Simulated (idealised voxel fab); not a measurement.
This section sets out a process module, namely voxel wiring stack.
Section shown: cut. Width: 175 nm. Cell size: 5 nm, square.
Think of the cross-section as a grid of square cells. We describe it in bands, top to bottom, and each band covers one or more rows of those cells. In this notation a band is specified by the heights of its top and bottom, in that order and in nm, after which its materials appear from left to right, each paired with its width in nm. The word "full width" attached to a single material means that material fills the band from edge to edge; the word "empty" stands for empty space. Height reference: 0 = level under which incoming wafer is all one material. Lowest band: no bottom, runs on downward, e.g. "0..down". Width spec "30 to 40" -> top row of cells at first value, bottom row at second value, equal per-row change in between. Key: "nothing altered" - step with no changed cell in the cross-section. "Enclosed void listing" - sealed voids, min. 8 cells, no opening to top; format: width x height at distance (distance from left edge; nm throughout). If you see something after the settings on a step's line, that's the simulator's own remark about that step. You can add "overlay nm" to a step's line. For a step with a mask, it describes how far the mask lay to the right of its planned position, and a negative number describes a lay to the left.

Intended process steps
1. RECEIVE [material Si]
2. CONFORMAL_DEP [material SiO2] [thk nm 15]
3. DIRECTIONAL_DEP [material TiN] [thk nm 5]
4. DIRECTIONAL_DEP [material W] [thk nm 15]
5. DIRECTIONAL_DEP [material aC] [thk nm 10]
6. PATTERN [tone cover] [mask id METAL_1] [material resist] [width nm 25] [pitch nm 55] [thk nm 25] [overlay nm 0]
7. DIRECTIONAL_ETCH [etch materials aC] [depth nm 10]
8. STRIP [etch materials resist]
9. DIRECTIONAL_ETCH [etch materials W] [depth nm 15]
10. DIRECTIONAL_ETCH [etch materials TiN] [depth nm 5]
11. STRIP [etch materials aC]
12. CONFORMAL_DEP [material SiCN] [thk nm 5]
13. FILL_DEP [material SiO2] [thk nm 5]
14. CMP [height nm 35]
15. CONFORMAL_DEP [material SiCN] [thk nm 5]
16. DIRECTIONAL_DEP [material lowk] [thk nm 30]
17. MASKED_ETCH [tone open] [mask id METAL_2_HOLES] [width nm 15] [etch materials lowk] [depth nm 30] [overlay nm 0]
18. MASKED_ETCH [tone open] [mask id METAL_2] [width nm 25] [pitch nm 55] [etch materials lowk] [depth nm 20] [overlay nm 0]
19. MASKED_ETCH [tone open] [mask id METAL_2] [width nm 25] [pitch nm 55] [etch materials SiCN] [depth nm 5] [overlay nm 0]
20. CONFORMAL_DEP [material TiN] [thk nm 5]
21. FILL_DEP [material Cu] [thk nm 10]
22. CMP [height nm 70]
23. CONFORMAL_DEP [material SiN] [thk nm 5]

Wafer cross-section on receipt, i.e. after step 1
  0..down  Si full width
  Enclosed void listing: none

Cross-sectional image of the first of two wafers at the end of the module, the run having proceeded as planned
  75..70  SiN full width
  70..55  lowk: 45 | TiN: 5 | Cu: 15 | TiN: 5 | lowk: 30 | TiN: 5 | Cu: 15 | TiN: 5 | lowk: 50
  55..50  lowk: 45 | TiN: 5 | Cu: 5 | TiN: 15 | lowk: 30 | TiN: 25 | lowk: 50
  50..40  lowk: 45 | TiN: 5 | Cu: 5 | TiN: 5 | lowk: 115
  40..35  SiCN: 45 | TiN: 15 | SiCN: 115
  35..20  SiO2: 40 | SiCN: 5 | W: 25 | SiCN: 5 | SiO2: 20 | SiCN: 5 | W: 25 | SiCN: 5 | SiO2: 45
  20..15  SiCN: 45 | TiN: 25 | SiCN: 30 | TiN: 25 | SiCN: 50
  15..0  SiO2 full width
  0..down  Si full width
  Enclosed void listing: none

Second wafer through the module, sectioned at the end: same beginning and same plan as the first wafer, with one mistake in carrying it out
  75..70  SiN full width
  70..55  lowk: 45 | TiN: 5 | Cu: 15 | TiN: 5 | lowk: 30 | TiN: 5 | Cu: 15 | TiN: 5 | lowk: 50
  55..50  lowk: 45 | TiN: 5 | Cu: 5 | TiN: 15 | lowk: 30 | TiN: 25 | lowk: 50
  50..40  lowk: 45 | TiN: 5 | Cu: 5 | TiN: 5 | lowk: 115
  40..35  SiCN: 45 | TiN: 15 | SiCN: 115
  35..20  W: 45 | SiCN: 5 | SiO2: 15 | SiCN: 5 | W: 30 | SiCN: 5 | SiO2: 15 | SiCN: 5 | W: 50
  20..15  TiN: 45 | SiCN: 25 | TiN: 30 | SiCN: 25 | TiN: 50
  15..0  SiO2 full width
  0..down  Si full width
  Enclosed void listing: none
Diagnosis: step 6 was run on a setting that differed from the plan, and what really ran there is PATTERN [tone open] [mask id METAL_1] [material resist] [width nm 25] [pitch nm 55] [thk nm 25] [overlay nm 0]
Final cells, second wafer relative to first, materials higher or lower: 15 fewer of SiCN, 45 fewer of SiO2, 15 more of TiN, 45 more of W
